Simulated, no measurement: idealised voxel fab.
Herein follows the process module entitled voxel transistor to metal.
Cross-sectional view cut (width: 265 nm; square cell size: 5 nm).
Throughout this document, each cross-section is represented as a grid of square cells and is presented as a sequence of bands enumerated from the top downward, where a band comprises one or more rows of cells. Top, bottom (nm), then materials left to right with widths (nm); lone material tagged "throughout" fills the whole band edge to edge; "air" = empty space. Height reference: 0 = level under which incoming wafer is all one material. Lowest band: no bottom, runs on downward, e.g. "0 nm and below". Read "30 to 40" as a graded width: first number on top, second number at the bottom, same change between each pair of neighbouring rows. No cell of the cross-section changed in a step that is given as "nothing was modified". "Entrapped voids" specifies each empty space that is not open to the top and that occupies no fewer than 8 cells, using the form width x height at distance, the distance measured from the left edge and all three quantities in nm. Formally, on a step line, whatever follows the settings is a remark that the simulator itself makes on the step. Among the settings permitted on a step's line is "overlay nm"; applied to a step with a mask, it specifies the extent to which the mask lay to the right of its planned position, whereas a negative figure signifies a position to the left.
# The steps planned for the process are as follows
| 1 | RECEIVE | material Si |
| 2 | CONFORMAL_DEP | material SiO2 | thk nm 5 |
| 3 | CONFORMAL_DEP | material SiN | thk nm 15 |
| 4 | MASKED_ETCH | tone cover | mask id ACTIVE | width nm 100 | pitch nm 125 | etch materials SiN | depth nm 15 | overlay nm 0 |
| 5 | MASKED_ETCH | tone cover | mask id ACTIVE | width nm 100 | pitch nm 125 | etch materials SiO2 | depth nm 5 | overlay nm 0 |
| 6 | MASKED_ETCH | tone cover | mask id ACTIVE | width nm 100 | pitch nm 125 | etch materials Si | depth nm 35 | overlay nm 0 |
| 7 | OXIDIZE | depth nm 5 |
| 8 | FILL_DEP | material SiO2 | thk nm 5 |
| 9 | CMP | height nm 20 |
| 10 | SELECTIVE_ETCH | etch materials SiO2 | depth nm 15 |
| 11 | STRIP | etch materials SiN |
| 12 | SELECTIVE_ETCH | etch materials SiO2 | depth nm 5 |
| 13 | OXIDIZE | depth nm 5 |
| 14 | DIRECTIONAL_DEP | material polySi | thk nm 20 |
| 15 | DIRECTIONAL_DEP | material SiCN | thk nm 15 |
| 16 | MASKED_ETCH | tone cover | mask id GATE | width nm 20 | pitch nm 125 | etch materials SiCN | depth nm 25 | overlay nm 0 |
| 17 | MASKED_ETCH | tone cover | mask id GATE | width nm 20 | pitch nm 125 | etch materials polySi | depth nm 30 | overlay nm 0 |
| 18 | CONFORMAL_DEP | material SiN | thk nm 10 |
| 19 | DIRECTIONAL_ETCH | etch materials SiN | depth nm 10 |
| 20 | DIRECTIONAL_ETCH | etch materials SiO2 | depth nm 5 |
| 21 | EPI | material pSi | thk nm 5 |
| 22 | FILL_DEP | material SiO2 | thk nm 5 |
| 23 | CMP | height nm 35 |
| 24 | DIRECTIONAL_DEP | material SiO2 | thk nm 15 |
| 25 | DIRECTIONAL_DEP | material aC | thk nm 10 |
| 26 | PATTERN | tone open | mask id CONTACT | material resist | width nm 30 | thk nm 25 | overlay nm 0 |
| 27 | DIRECTIONAL_ETCH | etch materials aC | depth nm 10 |
| 28 | STRIP | etch materials resist |
| 29 | DIRECTIONAL_ETCH | etch materials SiO2 | depth nm 50 |
| 30 | STRIP | etch materials aC |
| 31 | CONFORMAL_DEP | material TiN | thk nm 5 |
| 32 | FILL_DEP | material Ru | thk nm 10 |
| 33 | CMP | height nm 50 |
| 34 | DIRECTIONAL_DEP | material TiN | thk nm 5 |
| 35 | DIRECTIONAL_DEP | material Ru | thk nm 20 |
| 36 | PATTERN | tone cover | mask id METAL_1 | material resist | width nm 15 | thk nm 15 | overlay nm 0 |
| 37 | DIRECTIONAL_ETCH | etch materials Ru | depth nm 20 |
| 38 | DIRECTIONAL_ETCH | etch materials TiN | depth nm 5 |
| 39 | STRIP | etch materials resist |
| 40 | FILL_DEP | material SiO2 | thk nm 5 |
| 41 | CMP | height nm 75 |
| 42 | CONFORMAL_DEP | material SiCN | thk nm 5 |
| 43 | DIRECTIONAL_DEP | material SiO2 | thk nm 35 |
| 44 | DIRECTIONAL_DEP | material aC | thk nm 15 |
| 45 | PATTERN | tone open | mask id METAL_2 | material resist | width nm 15 | pitch nm 125 | thk nm 30 | overlay nm 0 |
| 46 | DIRECTIONAL_ETCH | etch materials aC | depth nm 15 |
| 47 | STRIP | etch materials resist |
| 48 | DIRECTIONAL_ETCH | etch materials SiO2 | depth nm 20 |
| 49 | STRIP | etch materials aC |
| 50 | DIRECTIONAL_DEP | material aC | thk nm 10 |
| 51 | PATTERN | tone open | mask id METAL_2_HOLES | material resist | width nm 15 | pitch nm 125 | thk nm 25 | overlay nm 0 |
| 52 | DIRECTIONAL_ETCH | etch materials aC | depth nm 10 |
| 53 | STRIP | etch materials resist |
| 54 | DIRECTIONAL_ETCH | etch materials SiO2 | depth nm 15 |
| 55 | DIRECTIONAL_ETCH | etch materials SiCN | depth nm 5 |
| 56 | STRIP | etch materials aC |
| 57 | CONFORMAL_DEP | material TiN | thk nm 5 |
| 58 | FILL_DEP | material Cu | thk nm 10 |
| 59 | CMP | height nm 115 |
| 60 | CONFORMAL_DEP | material SiCN | thk nm 5 |
# Incoming wafer, cross-sectional view, post step 1
  0 nm and below = Si throughout
  Entrapped voids: none
# The first of the two wafers as seen in cross-section once the module was finished; processing followed the plan
  120 nm to 115 nm = SiCN throughout
  115 nm to 80 nm = 25 SiO2 / 5 TiN / 5 Cu / 5 TiN / 110 SiO2 / 5 TiN / 5 Cu / 5 TiN / 100 SiO2
  80 nm to 75 nm = 25 SiCN / 15 TiN / 110 SiCN / 15 TiN / 100 SiCN
  75 nm to 55 nm = 25 SiO2 / 15 Ru / 60 SiO2 / 15 Ru / 35 SiO2 / 15 Ru / 60 SiO2 / 15 Ru / 25 SiO2
  55 nm to 50 nm = 25 SiO2 / 15 TiN / 60 SiO2 / 15 TiN / 35 SiO2 / 15 TiN / 60 SiO2 / 15 TiN / 25 SiO2
  50 nm to 40 nm = 25 SiO2 / 5 TiN / 20 Ru / 5 TiN / 30 SiO2 / 5 TiN / 20 Ru / 5 TiN / 35 SiO2 / 5 TiN / 20 Ru / 5 TiN / 30 SiO2 / 5 TiN / 20 Ru / 5 TiN / 25 SiO2
  40 nm to 35 nm = 25 SiO2 / 5 TiN / 15 Ru / 10 TiN / 30 SiO2 / 10 TiN / 15 Ru / 5 TiN / 35 SiO2 / 5 TiN / 15 Ru / 10 TiN / 30 SiO2 / 10 TiN / 15 Ru / 5 TiN / 25 SiO2
  35 nm to 20 nm = 25 SiO2 / 5 TiN / 15 Ru / 5 TiN / 10 SiN / 20 SiCN / 10 SiN / 5 TiN / 15 Ru / 5 TiN / 35 SiO2 / 5 TiN / 15 Ru / 5 TiN / 10 SiN / 20 SiCN / 10 SiN / 5 TiN / 15 Ru / 5 TiN / 25 SiO2
  20 nm to 5 nm = 25 SiO2 / 5 TiN / 15 Ru / 5 TiN / 10 SiN / 20 polySi / 10 SiN / 5 TiN / 15 Ru / 5 TiN / 35 SiO2 / 5 TiN / 15 Ru / 5 TiN / 10 SiN / 20 polySi / 10 SiN / 5 TiN / 15 Ru / 5 TiN / 25 SiO2
  5 nm to 0 nm = 25 SiO2 / 25 TiN / 10 SiN / 20 polySi / 10 SiN / 25 TiN / 35 SiO2 / 25 TiN / 10 SiN / 20 polySi / 10 SiN / 25 TiN / 25 SiO2
  0 nm to -5 nm = 20 SiO2 / 30 pSi / 40 SiO2 / 30 pSi / 25 SiO2 / 30 pSi / 40 SiO2 / 30 pSi / 20 SiO2
  -5 nm to -40 nm = 25 SiO2 / 90 Si / 35 SiO2 / 90 Si / 25 SiO2
  -40 nm and below = Si throughout
  Entrapped voids: none
# End-of-module cross-section of the second wafer: identical starting point and process plan to the first, with one processing mistake
  120 nm to 115 nm = SiCN throughout
  115 nm to 105 nm = 20 SiO2 / 5 TiN / 10 Cu / 5 TiN / 105 SiO2 / 5 TiN / 10 Cu / 5 TiN / 100 SiO2
  105 nm to 100 nm = 20 SiO2 / 10 TiN / 5 Cu / 5 TiN / 105 SiO2 / 10 TiN / 5 Cu / 5 TiN / 100 SiO2
  100 nm to 95 nm = 25 SiO2 / 15 TiN / 110 SiO2 / 15 TiN / 100 SiO2
  95 nm to 80 nm = 25 SiO2 / 10 TiN / 115 SiO2 / 10 TiN / 105 SiO2
  80 nm to 75 nm = 25 SiCN / 10 TiN / 115 SiCN / 10 TiN / 105 SiCN
  75 nm to 55 nm = 25 SiO2 / 15 Ru / 60 SiO2 / 15 Ru / 35 SiO2 / 15 Ru / 60 SiO2 / 15 Ru / 25 SiO2
  55 nm to 50 nm = 25 SiO2 / 15 TiN / 60 SiO2 / 15 TiN / 35 SiO2 / 15 TiN / 60 SiO2 / 15 TiN / 25 SiO2
  50 nm to 40 nm = 25 SiO2 / 5 TiN / 20 Ru / 5 TiN / 30 SiO2 / 5 TiN / 20 Ru / 5 TiN / 35 SiO2 / 5 TiN / 20 Ru / 5 TiN / 30 SiO2 / 5 TiN / 20 Ru / 5 TiN / 25 SiO2
  40 nm to 35 nm = 25 SiO2 / 5 TiN / 15 Ru / 10 TiN / 30 SiO2 / 10 TiN / 15 Ru / 5 TiN / 35 SiO2 / 5 TiN / 15 Ru / 10 TiN / 30 SiO2 / 10 TiN / 15 Ru / 5 TiN / 25 SiO2
  35 nm to 20 nm = 25 SiO2 / 5 TiN / 15 Ru / 5 TiN / 10 SiN / 20 SiCN / 10 SiN / 5 TiN / 15 Ru / 5 TiN / 35 SiO2 / 5 TiN / 15 Ru / 5 TiN / 10 SiN / 20 SiCN / 10 SiN / 5 TiN / 15 Ru / 5 TiN / 25 SiO2
  20 nm to 5 nm = 25 SiO2 / 5 TiN / 15 Ru / 5 TiN / 10 SiN / 20 polySi / 10 SiN / 5 TiN / 15 Ru / 5 TiN / 35 SiO2 / 5 TiN / 15 Ru / 5 TiN / 10 SiN / 20 polySi / 10 SiN / 5 TiN / 15 Ru / 5 TiN / 25 SiO2
  5 nm to 0 nm = 25 SiO2 / 25 TiN / 10 SiN / 20 polySi / 10 SiN / 25 TiN / 35 SiO2 / 25 TiN / 10 SiN / 20 polySi / 10 SiN / 25 TiN / 25 SiO2
  0 nm to -5 nm = 20 SiO2 / 30 pSi / 40 SiO2 / 30 pSi / 25 SiO2 / 30 pSi / 40 SiO2 / 30 pSi / 20 SiO2
  -5 nm to -40 nm = 25 SiO2 / 90 Si / 35 SiO2 / 90 Si / 25 SiO2
  -40 nm and below = Si throughout
  Entrapped voids: none
So what did we get wrong on this run? off-plan run, step 51, actual operation and settings PATTERN | tone open | mask id METAL_2_HOLES | material resist | width nm 15 | pitch nm 125 | thk nm 25 | overlay nm -5
FYI, end of process, the second wafer has more or fewer cells of some materials than the first: Cu: 4 fewer | SiCN: 2 more | TiN: 2 more
